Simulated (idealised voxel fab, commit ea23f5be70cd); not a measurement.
Process module heading - voxel trench capacitor
Xsec cut, 230 nm wide, square cell size 5 nm.
For the purposes of this document, a cross-section shall be understood as a grid of square cells, specified as bands listed in top-to-bottom order, each band consisting of one or more rows of cells.
Quick guide to a band line: top height, bottom height (nm) up front; then every material left to right with its width in nm. Only one material and it's marked "everywhere"? Then it fills the band edge to edge. And "blank" just means empty space.
All heights in this document are referenced to 0, defined as the level beneath which the wafer, as received, consists entirely of one material. The lowest band is not bounded below; it extends indefinitely downward and is written in the form "0 down".
Per-row width for "30 to 40": begins at first number (top row of band), ends at second number (bottom row), increment between rows held constant.
"no modification", as given for a step, is the statement that not any cell of the cross-section underwent a change during that step.
Entry "Enclosed void listing" = empty spaces >= 8 cells with no open way to the top; each as width x height at distance, distance from left edge, all nm.
Formally, on a step line, whatever follows the settings is a remark that the simulator itself makes on the step.
overlay nm: step with mask; distance mask lay right of planned place; negative value = left of planned place.

The steps planned for the process are as follows:
1: RECEIVE | material Si
2: CONFORMAL_DEP | material SiN | thk nm 5
3: DIRECTIONAL_DEP | material aC | thk nm 15
4: PATTERN | tone open | mask id TRENCH | material resist | width nm 30 | pitch nm 55 | thk nm 35 | overlay nm 0
5: DIRECTIONAL_ETCH | etch materials aC | depth nm 15
6: STRIP | etch materials resist
7: DIRECTIONAL_ETCH | etch materials SiN | depth nm 5
8: DIRECTIONAL_ETCH | etch materials Si | depth nm 35
9: STRIP | etch materials aC
10: CONFORMAL_DEP | material HfO2 | thk nm 5
11: CONFORMAL_DEP | material TiN | thk nm 5
12: FILL_DEP | material W | thk nm 5
13: CMP | height nm 5

Cross-section of the wafer at receipt, which is the condition after step 1:
  0 down = Si everywhere
  Enclosed void listing: none

First wafer at the end, as planned:
  5 to 0 = SiN 15; HfO2 5; TiN 5; W 10; TiN 5; HfO2 5; SiN 25; HfO2 5; TiN 5; W 10; TiN 5; HfO2 5; SiN 25; HfO2 5; TiN 5; W 10; TiN 5; HfO2 5; SiN 25; HfO2 5; TiN 5; W 10; TiN 5; HfO2 5; SiN 20
  0 to -25 = Si 15; HfO2 5; TiN 5; W 10; TiN 5; HfO2 5; Si 25; HfO2 5; TiN 5; W 10; TiN 5; HfO2 5; Si 25; HfO2 5; TiN 5; W 10; TiN 5; HfO2 5; Si 25; HfO2 5; TiN 5; W 10; TiN 5; HfO2 5; Si 20
  -25 to -30 = Si 15; HfO2 5; TiN 20; HfO2 5; Si 25; HfO2 5; TiN 20; HfO2 5; Si 25; HfO2 5; TiN 20; HfO2 5; Si 25; HfO2 5; TiN 20; HfO2 5; Si 20
  -30 to -35 = Si 15; HfO2 30; Si 25; HfO2 30; Si 25; HfO2 30; Si 25; HfO2 30; Si 20
  -35 down = Si everywhere
  Enclosed void listing: none

Same start, same plan as the first wafer - but one mistake in the run. Cross-section of the second of the two at the end of the module:
  5 to 0 = SiN 15; TiN 5; HfO2 5; W 10; HfO2 5; TiN 5; SiN 25; TiN 5; HfO2 5; W 10; HfO2 5; TiN 5; SiN 25; TiN 5; HfO2 5; W 10; HfO2 5; TiN 5; SiN 25; TiN 5; HfO2 5; W 10; HfO2 5; TiN 5; SiN 20
  0 to -25 = Si 15; TiN 5; HfO2 5; W 10; HfO2 5; TiN 5; Si 25; TiN 5; HfO2 5; W 10; HfO2 5; TiN 5; Si 25; TiN 5; HfO2 5; W 10; HfO2 5; TiN 5; Si 25; TiN 5; HfO2 5; W 10; HfO2 5; TiN 5; Si 20
  -25 to -30 = Si 15; TiN 5; HfO2 20; TiN 5; Si 25; TiN 5; HfO2 20; TiN 5; Si 25; TiN 5; HfO2 20; TiN 5; Si 25; TiN 5; HfO2 20; TiN 5; Si 20
  -30 to -35 = Si 15; TiN 30; Si 25; TiN 30; Si 25; TiN 30; Si 25; TiN 30; Si 20
  -35 down = Si everywhere
  Enclosed void listing: none
Deviation noted in wafer processing: transposition of steps 10 and 11 relative to the planned sequence
The second wafer ends with more or fewer cells of some materials than the first, per final count: -16 HfO2; +16 TiN
